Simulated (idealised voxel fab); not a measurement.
Documented hereafter: the process module known as voxel capacitor over wiring.
The figure presents cross-section cut, which has a width of 230 nm and is divided into square cells with an edge length of 5 nm.
Cross-section, as written here: a square-cell grid given band by band from the top down, where a band holds one or more rows of cells. A band entry consists of two parts. The first gives the height of the band's top and the height of its bottom, in nm. The rest lists the band's materials from left to right, each with its width in nm. A single material labelled with the word "throughout" fills the band from edge to edge, and the word "blank" marks empty space. Heights are measured from 0, the level below which the as-received wafer is all one material; the lowest band has no bottom and continues downward, written as in "0 and below". The notation "30 to 40" denotes a width that varies across the rows of cells in the band, beginning at the first number in the top row, finishing at the second number in the bottom row, and changing by an identical amount from each row to the next. You'll sometimes find "remains unaltered" written for a step, and that's the way of saying that nowhere in the cross-section did a cell change during that step. Closed-off voids of 8+ cells (no open route to the top) go in "Unvented cavities", written width x height at distance from the left edge, in nm. Read whatever lies past the settings on a step's line as the simulator's own remark about the step. overlay nm, on a step with a mask: how far to the right of its planned place the mask lay; to the left if negative.
Planned process steps:
1,op RECEIVE | material Si
2,op CONFORMAL_DEP | material SiO2 | thk nm 10
3,op CONFORMAL_DEP | material SiCN | thk nm 5
4,op DIRECTIONAL_DEP | material lowk | thk nm 20
5,op MASKED_ETCH | tone open | mask id METAL_1 | width nm 30 | pitch nm 90 | etch materials lowk | depth nm 20 | overlay nm 0
6,op MASKED_ETCH | tone open | mask id METAL_1 | width nm 30 | pitch nm 90 | etch materials SiCN | depth nm 5 | overlay nm 0
7,op CONFORMAL_DEP | material TiN | thk nm 5
8,op FILL_DEP | material W | thk nm 10
9,op CMP | height nm 35
10,op EPI | material Ru | thk nm 5
11,op FILL_DEP | material SiCN | thk nm 5
12,op DIRECTIONAL_DEP | material SiO2 | thk nm 15
13,op MASKED_ETCH | tone open | mask id PLUG_1 | width nm 15 | etch materials SiO2 | depth nm 15 | overlay nm 0
14,op MASKED_ETCH | tone open | mask id PLUG_1 | width nm 15 | etch materials SiCN | depth nm 5 | overlay nm 0
15,op EPI | material Ru | thk nm 10
16,op EPI | material Ru | thk nm 10
17,op DIRECTIONAL_DEP | material TiN | thk nm 5
18,op DIRECTIONAL_DEP | material SiN | thk nm 5
19,op DIRECTIONAL_DEP | material TiN | thk nm 5
20,op PATTERN | tone cover | mask id UPPER_PLATE | material resist | width nm 65 | thk nm 15 | overlay nm 0
21,op DIRECTIONAL_ETCH | etch materials TiN | depth nm 5
22,op DIRECTIONAL_ETCH | etch materials SiN | depth nm 5
23,op STRIP | etch materials resist
24,op MASKED_ETCH | tone cover | mask id LOWER_PLATE | width nm 75 | etch materials TiN | depth nm 5 | overlay nm 0
25,op FILL_DEP | material SiO2 | thk nm 20
26,op CMP | height nm 90
27,op PATTERN | tone open | mask id PLUG_2 | material resist | width nm 15 | thk nm 20 | overlay nm 0
28,op DIRECTIONAL_ETCH | etch materials SiO2 | depth nm 15
29,op STRIP | etch materials resist
30,op CONFORMAL_DEP | material TiN | thk nm 5
31,op FILL_DEP | material Ru | thk nm 10
32,op CMP | height nm 90
33,op CONFORMAL_DEP | material SiN | thk nm 5
Cross-section of the wafer at receipt, which is the condition after step 1:
0 and below = Si throughout
Unvented cavities: none
Cross-section at module end, one run error; start and plan unchanged from above:
95 down to 90 = SiN throughout
90 down to 80 = SiO2=80 | TiN=5 | Ru=5 | TiN=5 | SiO2=135
80 down to 70 = SiO2=80 to 70 | TiN=15 to 65 | SiO2=135 to 95
70 down to 65 = SiO2=70 | SiN=65 | SiO2=95
65 down to 60 = SiO2=65 | TiN=75 | SiO2=90
60 down to 45 = SiO2=70 | Ru=15 | SiO2=145
45 down to 40 = SiCN=70 | Ru=15 | SiCN=145
40 down to 35 = SiCN=50 | Ru=40 | SiCN=50 | Ru=40 | SiCN=50
35 down to 30 = SiCN=55 | TiN=30 | SiCN=60 | TiN=30 | SiCN=55
30 down to 10 = lowk throughout
10 down to 0 = SiO2 throughout
0 and below = Si throughout
Unvented cavities: none
So what did we get wrong on this run? a sequencing error occurred in which plan steps 3 and 4 were transposed
